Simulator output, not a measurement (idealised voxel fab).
The process module that follows is named voxel ribs on slabs.
Shown is cross-section cut, with a width of 165 nm and square cells of size 5 nm.
Format of a cross-section: grid, square cells. Given as bands. Order: top down. Band: one or more rows of cells. What a band's entry tells you: where the top is and where the bottom is, as heights in nm, and after that what lies inside, material by material from left to right, each with its width in nm. Empty space is written as the word "air", and a single material marked with the word "edge to edge" occupies the band from edge to edge. Convention: height 0 is the level below which the wafer, as received, is all one material. The lowest band does not terminate at the bottom but continues downward, represented as "0 -> down". With a width like "30->40", each row of cells in the band differs from the next by the same amount, the top row carrying the first number and the bottom row the second. Reading "no modification" for a step: not a cell of the cross-section changed in it. "Closed void catalog" lists enclosed empty spaces (at least 8 cells, no open path upward to the top), each as width x height at distance from the left edge, in nm. Anything after a step's settings on that line? It's the simulator's own note about the step. You can add "overlay nm" to a step's line. For a step with a mask, it describes how far the mask lay to the right of its planned position, and a negative number describes a lay to the left.

List of planned process steps
step 1: RECEIVE [material Si]
step 2: DIRECTIONAL_DEP [material SiO2] [thk nm 30]
step 3: DIRECTIONAL_DEP [material polySi] [thk nm 20]
step 4: MASKED_ETCH [tone cover] [mask id RIB] [width nm 20] [etch materials polySi] [depth nm 15] [overlay nm 0]
step 5: MASKED_ETCH [tone cover] [mask id SLAB] [width nm 70] [etch materials polySi] [depth nm 5] [overlay nm 0]
step 6: FILL_DEP [material SiO2] [thk nm 20]
step 7: CMP [height nm 60]
step 8: DIRECTIONAL_DEP [material W] [thk nm 5]
step 9: PATTERN [tone cover] [mask id HEATER] [material resist] [width nm 40] [thk nm 20] [overlay nm 0]
step 10: DIRECTIONAL_ETCH [etch materials W] [depth nm 5]
step 11: STRIP [etch materials resist]
step 12: CONFORMAL_DEP [material SiO2] [thk nm 5]
Keep in mind the plan's value for the width nm of step 4 comes from the first wafer; the wafers don't share that setting, but they do share the same starting point.

After step 1, as received: first of several wafers, cross-section
- 0 -> down = Si edge to edge
- Closed void catalog: none

Here is the cross-section of the first of several wafers at the end of the module, after its last step, step 12
- 70 -> 65 = 55 nm air; 50 nm SiO2; 60 nm air
- 65 -> 60 = 60 nm SiO2; 40 nm W; 65 nm SiO2
- 60 -> 50 = SiO2 edge to edge
- 50 -> 35 = 70 nm SiO2; 20 nm polySi; 75 nm SiO2
- 35 -> 30 = 45 nm SiO2; 70 nm polySi; 50 nm SiO2
- 30 -> 0 = SiO2 edge to edge
- 0 -> down = Si edge to edge
- Closed void catalog: none

Cross-section, last wafer, module completion
- 70 -> 65 = 55 nm air; 50 nm SiO2; 60 nm air
- 65 -> 60 = 60 nm SiO2; 40 nm W; 65 nm SiO2
- 60 -> 50 = SiO2 edge to edge
- 50 -> 35 = 60 nm SiO2; 45 nm polySi; 60 nm SiO2
- 35 -> 30 = 45 nm SiO2; 70 nm polySi; 50 nm SiO2
- 30 -> 0 = SiO2 edge to edge
- 0 -> down = Si edge to edge
- Closed void catalog: none

Table: wafers, a row each; end-of-module cell change per material since receipt, gain (+), loss (-); then closed voids
width nm 20 | +405 SiO2 | +8 W | +26 polySi | Closed void catalog: none
width nm 25 | +402 SiO2 | +8 W | +29 polySi | Closed void catalog: none
width nm 30 | +399 SiO2 | +8 W | +32 polySi | Closed void catalog: none
width nm 35 | +396 SiO2 | +8 W | +35 polySi | Closed void catalog: none
width nm 40 | +393 SiO2 | +8 W | +38 polySi | Closed void catalog: none
width nm 45 | +390 SiO2 | +8 W | +41 polySi | Closed void catalog: none
